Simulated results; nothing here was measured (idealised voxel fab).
Documented hereafter: the process module known as voxel capacitor over wiring.
195 nm wide, 5 nm square cells: that's cross-section cut.
When this document writes out a cross-section, it uses a grid of square cells and lists it as bands, beginning at the top and moving down, with a band standing for one or more rows of cells. For a band, the entry starts with two heights in nm, that of the top and then that of the bottom, and carries on with the band's materials in order from left to right, each alongside its width in nm; the word "throughout" beside a single material means it fills the band edge to edge, and "air" means empty space. Measure heights from 0. That's the level where, below it, the as-received wafer is all one material. The lowest band is bottomless and extends downward; write it as in "z 0 and below". With a width like "30 to 40", each row of cells in the band differs from the next by the same amount, the top row carrying the first number and the bottom row the second. Any step labelled "nothing changed" changed none of the cells in the cross-section. Closed empty spaces (no open way to the top) of 8 cells or more are what "Closed cavities" lists, each as width x height at distance from the left edge, nm for all three. Formally, on a step line, whatever follows the settings is a remark that the simulator itself makes on the step. The setting "overlay nm" may be written on the line of a step. When the step uses a mask, the value reports how far to the right of the planned place the mask lay, and a negative value reports that it lay to the left.

PROCESS STEPS (PLANNED)
1: RECEIVE,material Si
2: CONFORMAL_DEP,material SiO2,thk nm 15
3: CONFORMAL_DEP,material SiN,thk nm 5
4: DIRECTIONAL_DEP,material lowk,thk nm 15
5: DIRECTIONAL_DEP,material aC,thk nm 15
6: PATTERN,tone open,mask id METAL_1,material resist,width nm 30,pitch nm 80,thk nm 30,overlay nm 0
7: DIRECTIONAL_ETCH,etch materials aC,depth nm 15
8: STRIP,etch materials resist
9: DIRECTIONAL_ETCH,etch materials lowk,depth nm 15
10: DIRECTIONAL_ETCH,etch materials SiN,depth nm 5
11: STRIP,etch materials aC
12: CONFORMAL_DEP,material TiN,thk nm 5
13: FILL_DEP,material Ru,thk nm 10
14: CMP,height nm 35
15: CONFORMAL_DEP,material SiCN,thk nm 5
16: DIRECTIONAL_DEP,material SiO2,thk nm 15
17: MASKED_ETCH,tone open,mask id PLUG_1,width nm 15,etch materials SiO2,depth nm 15,overlay nm 0
18: MASKED_ETCH,tone open,mask id PLUG_1,width nm 15,etch materials SiCN,depth nm 5,overlay nm 0
19: EPI,material Ru,thk nm 10
20: EPI,material Ru,thk nm 10
21: DIRECTIONAL_DEP,material TiN,thk nm 5
22: DIRECTIONAL_DEP,material HfO2,thk nm 5
23: DIRECTIONAL_DEP,material TiN,thk nm 5
24: MASKED_ETCH,tone cover,mask id UPPER_PLATE,width nm 55,etch materials TiN,depth nm 5,overlay nm 0
25: MASKED_ETCH,tone cover,mask id UPPER_PLATE,width nm 55,etch materials HfO2,depth nm 5,overlay nm 0
26: MASKED_ETCH,tone cover,mask id LOWER_PLATE,width nm 65,etch materials TiN,depth nm 5,overlay nm 0
27: FILL_DEP,material SiO2,thk nm 20
28: CMP,height nm 85
29: PATTERN,tone open,mask id PLUG_2,material resist,width nm 15,thk nm 15,overlay nm 0
30: DIRECTIONAL_ETCH,etch materials SiO2,depth nm 15
31: STRIP,etch materials resist
32: CONFORMAL_DEP,material TiN,thk nm 5
33: FILL_DEP,material W,thk nm 5
34: CMP,height nm 85
35: CONFORMAL_DEP,material SiCN,thk nm 5

FIRST OF TWO WAFERS, PROCESSED ACCORDING TO PLAN

AS-RECEIVED WAFER CROSS-SECTION (AFTER STEP 1)
  z 0 and below  Si throughout
  Closed cavities: none

THE WAFER IN CROSS-SECTION ONCE STEP 2 IS COMPLETE
  z 15 to 0  SiO2 throughout
  Below 0, no change.

THE WAFER IN CROSS-SECTION ONCE STEP 3 IS COMPLETE
  z 20 to 15  SiN throughout
  Below 15, no change.

THE WAFER IN CROSS-SECTION ONCE STEP 4 IS COMPLETE
  z 35 to 20  lowk throughout
  Below 20, no change.

THE WAFER IN CROSS-SECTION ONCE STEP 5 IS COMPLETE
  z 50 to 35  aC throughout
  Below 35, no change.

THE WAFER IN CROSS-SECTION ONCE STEP 6 IS COMPLETE
  z 80 to 50  40 resist / 30 air / 50 resist / 30 air / 45 resist
  Below 50, no change.

THE WAFER IN CROSS-SECTION ONCE STEP 7 IS COMPLETE
  z 65 to 50  40 resist / 30 air / 50 resist / 30 air / 45 resist
  z 50 to 35  40 aC / 30 air / 50 aC / 30 air / 45 aC
  Below 35, no change.

THE WAFER IN CROSS-SECTION ONCE STEP 8 IS COMPLETE
  z 50 to 35  40 aC / 30 air / 50 aC / 30 air / 45 aC
  Below 35, no change.

THE WAFER IN CROSS-SECTION ONCE STEP 9 IS COMPLETE
  z 50 to 35  40 aC / 30 air / 50 aC / 30 air / 45 aC
  z 35 to 20  40 lowk / 30 air / 50 lowk / 30 air / 45 lowk
  Below 20, no change.

THE WAFER IN CROSS-SECTION ONCE STEP 10 IS COMPLETE
  z 50 to 35  40 aC / 30 air / 50 aC / 30 air / 45 aC
  z 35 to 20  40 lowk / 30 air / 50 lowk / 30 air / 45 lowk
  z 20 to 15  40 SiN / 30 air / 50 SiN / 30 air / 45 SiN
  Below 15, no change.

THE WAFER IN CROSS-SECTION ONCE STEP 11 IS COMPLETE
  z 35 to 20  40 lowk / 30 air / 50 lowk / 30 air / 45 lowk
  Below 20, no change.

THE WAFER IN CROSS-SECTION ONCE STEP 12 IS COMPLETE
  z 40 to 35  45 TiN / 20 air / 60 TiN / 20 air / 50 TiN
  z 35 to 20  40 lowk / 5 TiN / 20 air / 5 TiN / 50 lowk / 5 TiN / 20 air / 5 TiN / 45 lowk
  z 20 to 15  40 SiN / 30 TiN / 50 SiN / 30 TiN / 45 SiN
  Below 15, no change.

THE WAFER IN CROSS-SECTION ONCE STEP 13 IS COMPLETE
  z 50 to 40  Ru throughout
  z 40 to 35  45 TiN / 20 Ru / 60 TiN / 20 Ru / 50 TiN
  z 35 to 20  40 lowk / 5 TiN / 20 Ru / 5 TiN / 50 lowk / 5 TiN / 20 Ru / 5 TiN / 45 lowk
  Below 20, no change.

THE WAFER IN CROSS-SECTION ONCE STEP 14 IS COMPLETE
  z 35 to 20  40 lowk / 5 TiN / 20 Ru / 5 TiN / 50 lowk / 5 TiN / 20 Ru / 5 TiN / 45 lowk
  Below 20, no change.

THE WAFER IN CROSS-SECTION ONCE STEP 15 IS COMPLETE
  z 40 to 35  SiCN throughout
  Below 35, no change.

THE WAFER IN CROSS-SECTION ONCE STEP 16 IS COMPLETE
  z 55 to 40  SiO2 throughout
  Below 40, no change.

THE WAFER IN CROSS-SECTION ONCE STEP 17 IS COMPLETE
  z 55 to 40  55 SiO2 / 15 air / 125 SiO2
  Below 40, no change.

THE WAFER IN CROSS-SECTION ONCE STEP 18 IS COMPLETE
  z 55 to 40  55 SiO2 / 15 air / 125 SiO2
  z 40 to 35  55 SiCN / 15 air / 125 SiCN
  Below 35, no change.

THE WAFER IN CROSS-SECTION ONCE STEP 19 IS COMPLETE
  z 55 to 45  55 SiO2 / 15 air / 125 SiO2
  z 45 to 40  55 SiO2 / 15 Ru / 125 SiO2
  z 40 to 35  55 SiCN / 15 Ru / 125 SiCN
  Below 35, no change.

THE WAFER IN CROSS-SECTION ONCE STEP 20 IS COMPLETE
  z 55 to 40  55 SiO2 / 15 Ru / 125 SiO2
  Below 40, no change.

THE WAFER IN CROSS-SECTION ONCE STEP 21 IS COMPLETE
  z 60 to 55  TiN throughout
  Below 55, no change.

THE WAFER IN CROSS-SECTION ONCE STEP 22 IS COMPLETE
  z 65 to 60  HfO2 throughout
  Below 60, no change.

THE WAFER IN CROSS-SECTION ONCE STEP 23 IS COMPLETE
  z 70 to 65  TiN throughout
  Below 65, no change.

THE WAFER IN CROSS-SECTION ONCE STEP 24 IS COMPLETE
  z 70 to 65  55 air / 55 TiN / 85 air
  Below 65, no change.

THE WAFER IN CROSS-SECTION ONCE STEP 25 IS COMPLETE
  z 70 to 65  55 air / 55 TiN / 85 air
  z 65 to 60  55 air / 55 HfO2 / 85 air
  Below 60, no change.

THE WAFER IN CROSS-SECTION ONCE STEP 26 IS COMPLETE
  z 70 to 65  55 air / 55 TiN / 85 air
  z 65 to 60  55 air / 55 HfO2 / 85 air
  z 60 to 55  50 air / 65 TiN / 80 air
  Below 55, no change.

THE WAFER IN CROSS-SECTION ONCE STEP 27 IS COMPLETE
  z 90 to 70  SiO2 throughout
  z 70 to 65  55 SiO2 / 55 TiN / 85 SiO2
  z 65 to 60  55 SiO2 / 55 HfO2 / 85 SiO2
  z 60 to 55  50 SiO2 / 65 TiN / 80 SiO2
  Below 55, no change.

THE WAFER IN CROSS-SECTION ONCE STEP 28 IS COMPLETE
  z 85 to 70  SiO2 throughout
  Below 70, no change.

THE WAFER IN CROSS-SECTION ONCE STEP 29 IS COMPLETE
  z 100 to 85  65 resist / 15 air / 115 resist
  Below 85, no change.

THE WAFER IN CROSS-SECTION ONCE STEP 30 IS COMPLETE
  z 100 to 85  65 resist / 15 air / 115 resist
  z 85 to 70  65 SiO2 / 15 air / 115 SiO2
  Below 70, no change.

THE WAFER IN CROSS-SECTION ONCE STEP 31 IS COMPLETE
  z 85 to 70  65 SiO2 / 15 air / 115 SiO2
  Below 70, no change.

THE WAFER IN CROSS-SECTION ONCE STEP 32 IS COMPLETE
  z 90 to 85  70 TiN / 5 air / 120 TiN
  z 85 to 75  65 SiO2 / 5 TiN / 5 air / 5 TiN / 115 SiO2
  z 75 to 65  65 to 55 SiO2 / 15 to 55 TiN / 115 to 85 SiO2
  Below 65, no change.

THE WAFER IN CROSS-SECTION ONCE STEP 33 IS COMPLETE
  z 95 to 90  W throughout
  z 90 to 85  70 TiN / 5 W / 120 TiN
  z 85 to 75  65 SiO2 / 5 TiN / 5 W / 5 TiN / 115 SiO2
  Below 75, no change.

THE WAFER IN CROSS-SECTION ONCE STEP 34 IS COMPLETE
  z 85 to 75  65 SiO2 / 5 TiN / 5 W / 5 TiN / 115 SiO2
  Below 75, no change.

THE WAFER IN CROSS-SECTION ONCE STEP 35 IS COMPLETE
  z 90 to 85  SiCN throughout
  Below 85, no change.

COMPANION WAFER, THE SECOND OF TWO: SAME BEGINNING, SAME INTENDED SEQUENCE, ONE MISTAKE IN CARRYING IT OUT; THROUGH STEP 25 INCLUSIVE IT TRACKS THE FIRST EXACTLY

CROSS-SECTION OF THE SECOND WAFER AT THE TIME BY WHICH STEP 26 SHOULD HAVE BEEN COMPLETED ACCORDING TO THE PLAN
  z 65 to 60  55 air / 55 HfO2 / 85 air
  z 60 to 55  50 TiN / 5 air / 55 TiN / 5 air / 80 TiN
  Below 55, no change.

CROSS-SECTION OF THE SECOND WAFER AT THE TIME BY WHICH STEP 27 SHOULD HAVE BEEN COMPLETED ACCORDING TO THE PLAN
  z 85 to 65  SiO2 throughout
  z 65 to 60  55 SiO2 / 55 HfO2 / 85 SiO2
  z 60 to 55  50 TiN / 5 SiO2 / 55 TiN / 5 SiO2 / 80 TiN
  Below 55, no change.

Cross-section of the second wafer at the time by which step 28 should have been completed according to the plan: nothing changed

CROSS-SECTION OF THE SECOND WAFER AT THE TIME BY WHICH STEP 29 SHOULD HAVE BEEN COMPLETED ACCORDING TO THE PLAN
  z 100 to 85  65 resist / 15 air / 115 resist
  Below 85, no change.

CROSS-SECTION OF THE SECOND WAFER AT THE TIME BY WHICH STEP 30 SHOULD HAVE BEEN COMPLETED ACCORDING TO THE PLAN
  z 100 to 85  65 resist / 15 air / 115 resist
  z 85 to 70  65 SiO2 / 15 air / 115 SiO2
  Below 70, no change.

CROSS-SECTION OF THE SECOND WAFER AT THE TIME BY WHICH STEP 31 SHOULD HAVE BEEN COMPLETED ACCORDING TO THE PLAN
  z 85 to 70  65 SiO2 / 15 air / 115 SiO2
  Below 70, no change.

CROSS-SECTION OF THE SECOND WAFER AT THE TIME BY WHICH STEP 32 SHOULD HAVE BEEN COMPLETED ACCORDING TO THE PLAN
  z 90 to 85  70 TiN / 5 air / 120 TiN
  z 85 to 75  65 SiO2 / 5 TiN / 5 air / 5 TiN / 115 SiO2
  z 75 to 70  65 SiO2 / 15 TiN / 115 SiO2
  Below 70, no change.

CROSS-SECTION OF THE SECOND WAFER AT THE TIME BY WHICH STEP 33 SHOULD HAVE BEEN COMPLETED ACCORDING TO THE PLAN
  z 95 to 90  W throughout
  z 90 to 85  70 TiN / 5 W / 120 TiN
  z 85 to 75  65 SiO2 / 5 TiN / 5 W / 5 TiN / 115 SiO2
  Below 75, no change.

CROSS-SECTION OF THE SECOND WAFER AT THE TIME BY WHICH STEP 34 SHOULD HAVE BEEN COMPLETED ACCORDING TO THE PLAN
  z 85 to 75  65 SiO2 / 5 TiN / 5 W / 5 TiN / 115 SiO2
  Below 75, no change.

CROSS-SECTION OF THE SECOND WAFER AT THE TIME BY WHICH STEP 35 SHOULD HAVE BEEN COMPLETED ACCORDING TO THE PLAN
  z 90 to 85  SiCN throughout
  Below 85, no change.
Want to know what went wrong? step 26 was processed under conditions differing from the plan, specifically as MASKED_ETCH,tone open,mask id LOWER_PLATE,width nm 65,etch materials TiN,depth nm 5,overlay nm 0
Looking at both finished wafers in cells, the second ends up ahead of or behind the first on some materials: 13 fewer of SiO2, 13 more of TiN
